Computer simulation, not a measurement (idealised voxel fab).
The name of this process module is voxel wiring stack.
FYI the section here is cut, 240 nm wide, cells are 5 nm squares.
Just so we're on the same page, the cross-sections are grids of square cells, and they're listed out in bands top to bottom, each band one or more rows deep. Within each band entry, the heights of the top and of the bottom of the band appear first, in that order and in nm; the materials of the band then follow from left to right, each with its corresponding width in nm. The designation "throughout" on a single material indicates that it fills the band from edge to edge; the designation "air" indicates empty space. Heights are measured from 0, the level below which the as-received wafer is all one material; the lowest band has no bottom and continues downward, written as in "0..down". When a width is written as two numbers, as in "30..40", the first number is the width in the top row of cells of the band and the second is the width in its bottom row, and the width changes by the same amount from each row to the next. "nothing got changed", as given for a step, is the statement that not any cell of the cross-section underwent a change during that step. The list in "Enclosed cavities" covers empty spaces of 8 cells or more that cannot reach the top through any open way, and it gives each as width x height at distance; the distance is from the left edge, and width, height and distance are in nm. Formally, on a step line, whatever follows the settings is a remark that the simulator itself makes on the step. overlay nm: step with mask; distance mask lay right of planned place; negative value = left of planned place.

Steps planned for the process:
1: RECEIVE with material Si
2: CONFORMAL_DEP with material SiO2, thk nm 10
3: DIRECTIONAL_DEP with material TiN, thk nm 5
4: DIRECTIONAL_DEP with material Ru, thk nm 15
5: PATTERN with tone cover, mask id METAL_1, material resist, width nm 20, pitch nm 45, thk nm 20, overlay nm 0
6: DIRECTIONAL_ETCH with etch materials Ru, depth nm 15
7: DIRECTIONAL_ETCH with etch materials TiN, depth nm 5
8: STRIP with etch materials resist
9: FILL_DEP with material SiO2, thk nm 10
10: CMP with height nm 30
11: CONFORMAL_DEP with material SiCN, thk nm 5
12: DIRECTIONAL_DEP with material SiO2, thk nm 25
13: PATTERN with tone open, mask id METAL_2_HOLES, material resist, width nm 15, pitch nm 45, thk nm 20, overlay nm 0
14: DIRECTIONAL_ETCH with etch materials SiO2, depth nm 25
15: STRIP with etch materials resist
16: DIRECTIONAL_DEP with material aC, thk nm 5
17: PATTERN with tone open, mask id METAL_2, material resist, width nm 20, pitch nm 45, thk nm 35, overlay nm 0
18: DIRECTIONAL_ETCH with etch materials aC, depth nm 15
19: STRIP with etch materials resist
20: DIRECTIONAL_ETCH with etch materials SiO2, depth nm 15
21: DIRECTIONAL_ETCH with etch materials SiCN, depth nm 5
22: STRIP with etch materials aC
23: CONFORMAL_DEP with material TiN, thk nm 5
24: FILL_DEP with material Cu, thk nm 10
25: CMP with height nm 60
26: CONFORMAL_DEP with material SiCN, thk nm 5
27: DIRECTIONAL_DEP with material SiO2, thk nm 15
28: DIRECTIONAL_DEP with material aC, thk nm 10
29: PATTERN with tone open, mask id PLUG_2, material resist, width nm 15, pitch nm 90, thk nm 25, overlay nm 0
30: DIRECTIONAL_ETCH with etch materials aC, depth nm 10
31: STRIP with etch materials resist
32: DIRECTIONAL_ETCH with etch materials SiO2, depth nm 15
33: DIRECTIONAL_ETCH with etch materials SiCN, depth nm 5
34: STRIP with etch materials aC
35: CONFORMAL_DEP with material TiN, thk nm 5
36: FILL_DEP with material Ru, thk nm 10
37: CMP with height nm 80
38: CONFORMAL_DEP with material SiN, thk nm 5
39: DIRECTIONAL_DEP with material SiO2, thk nm 15
40: PATTERN with tone open, mask id METAL_3, material resist, width nm 20, pitch nm 45, thk nm 20, overlay nm 0
41: DIRECTIONAL_ETCH with etch materials SiO2, depth nm 15
42: DIRECTIONAL_ETCH with etch materials SiN, depth nm 5
43: STRIP with etch materials resist
44: CONFORMAL_DEP with material TiN, thk nm 5
45: FILL_DEP with material Ru, thk nm 10
46: CMP with height nm 100
47: EPI with material Ru, thk nm 5
48: FILL_DEP with material SiCN, thk nm 5
The plan's step 16 thk nm is the first wafer's value; the wafers differ in this setting and start identical.

After step 1, as received: first of several wafers, cross-section:
- 0..down | Si throughout
- Enclosed cavities: none

Cross-sectional representation of the first of several wafers at the end of the module, i.e. after its terminal step, step 48:
- 110..105 | SiCN throughout
- 105..100 | SiCN (35); Ru (30); SiCN (15); Ru (30); SiCN (15); Ru (30); SiCN (15); Ru (30); SiCN (40)
- 100..85 | SiO2 (40); TiN (5); Ru (10); TiN (5); SiO2 (25); TiN (5); Ru (10); TiN (5); SiO2 (25); TiN (5); Ru (10); TiN (5); SiO2 (25); TiN (5); Ru (10); TiN (5); SiO2 (45)
- 85..80 | SiN (40); TiN (20); SiN (25); TiN (20); SiN (25); TiN (20); SiN (25); TiN (20); SiN (45)
- 80..65 | SiO2 (40); TiN (5); Ru (5); TiN (5); SiO2 (75); TiN (5); Ru (5); TiN (5); SiO2 (95)
- 65..60 | SiCN (40); TiN (15); SiCN (75); TiN (15); SiCN (95)
- 60..50 | SiO2 (40); TiN (5); Cu (10); TiN (5); SiO2 (25); TiN (5); Cu (10); TiN (5); SiO2 (25); TiN (5); Cu (10); TiN (5); SiO2 (25); TiN (5); Cu (10); TiN (5); SiO2 (45)
- 50..45 | SiO2 (40); TiN (5); Cu (5); TiN (10); SiO2 (25); TiN (5); Cu (5); TiN (10); SiO2 (25); TiN (5); Cu (5); TiN (10); SiO2 (25); TiN (5); Cu (5); TiN (10); SiO2 (45)
- 45..35 | SiO2 (40); TiN (5); Cu (5); TiN (5); SiO2 (30); TiN (5); Cu (5); TiN (5); SiO2 (30); TiN (5); Cu (5); TiN (5); SiO2 (30); TiN (5); Cu (5); TiN (5); SiO2 (50)
- 35..30 | SiCN (40); TiN (15); SiCN (30); TiN (15); SiCN (30); TiN (15); SiCN (30); TiN (15); SiCN (50)
- 30..15 | SiO2 (40); Ru (20); SiO2 (25); Ru (20); SiO2 (25); Ru (20); SiO2 (25); Ru (20); SiO2 (45)
- 15..10 | SiO2 (40); TiN (20); SiO2 (25); TiN (20); SiO2 (25); TiN (20); SiO2 (25); TiN (20); SiO2 (45)
- 10..0 | SiO2 throughout
- 0..down | Si throughout
- Enclosed cavities: none

The final wafer, sectioned at module end:
- 110..105 | SiCN throughout
- 105..100 | SiCN (35); Ru (30); SiCN (15); Ru (30); SiCN (15); Ru (30); SiCN (15); Ru (30); SiCN (40)
- 100..85 | SiO2 (40); TiN (5); Ru (10); TiN (5); SiO2 (25); TiN (5); Ru (10); TiN (5); SiO2 (25); TiN (5); Ru (10); TiN (5); SiO2 (25); TiN (5); Ru (10); TiN (5); SiO2 (45)
- 85..80 | SiN (40); TiN (20); SiN (25); TiN (20); SiN (25); TiN (20); SiN (25); TiN (20); SiN (45)
- 80..65 | SiO2 (40); TiN (5); Ru (5); TiN (5); SiO2 (75); TiN (5); Ru (5); TiN (5); SiO2 (95)
- 65..60 | SiCN (40); TiN (15); SiCN (75); TiN (15); SiCN (95)
- 60..40 | SiO2 (40); TiN (5); Cu (5); TiN (5); SiO2 (30); TiN (5); Cu (5); TiN (5); SiO2 (30); TiN (5); Cu (5); TiN (5); SiO2 (30); TiN (5); Cu (5); TiN (5); SiO2 (50)
- 40..35 | SiO2 (40); TiN (15); SiO2 (30); TiN (15); SiO2 (30); TiN (15); SiO2 (30); TiN (15); SiO2 (50)
- 35..30 | SiCN throughout
- 30..15 | SiO2 (40); Ru (20); SiO2 (25); Ru (20); SiO2 (25); Ru (20); SiO2 (25); Ru (20); SiO2 (45)
- 15..10 | SiO2 (40); TiN (20); SiO2 (25); TiN (20); SiO2 (25); TiN (20); SiO2 (25); TiN (20); SiO2 (45)
- 10..0 | SiO2 throughout
- 0..down | Si throughout
- Enclosed cavities: none

So in this table every wafer gets its own row, and what you see is where it stands at the end of the module: for each material, how many cells it picked up (+) or gave up (-) since we received it, and after that its closed voids:
thk nm 5; +28 Cu; +102 Ru; +150 SiCN; +32 SiN; +614 SiO2; +130 TiN; Enclosed cavities: none
thk nm 10; +28 Cu; +102 Ru; +150 SiCN; +32 SiN; +614 SiO2; +130 TiN; Enclosed cavities: none
thk nm 15; +28 Cu; +102 Ru; +150 SiCN; +32 SiN; +614 SiO2; +130 TiN; Enclosed cavities: none
thk nm 20; +16 Cu; +102 Ru; +162 SiCN; +32 SiN; +626 SiO2; +118 TiN; Enclosed cavities: none
thk nm 25; +16 Cu; +102 Ru; +162 SiCN; +32 SiN; +626 SiO2; +118 TiN; Enclosed cavities: none
thk nm 30; +16 Cu; +102 Ru; +162 SiCN; +32 SiN; +626 SiO2; +118 TiN; Enclosed cavities: none
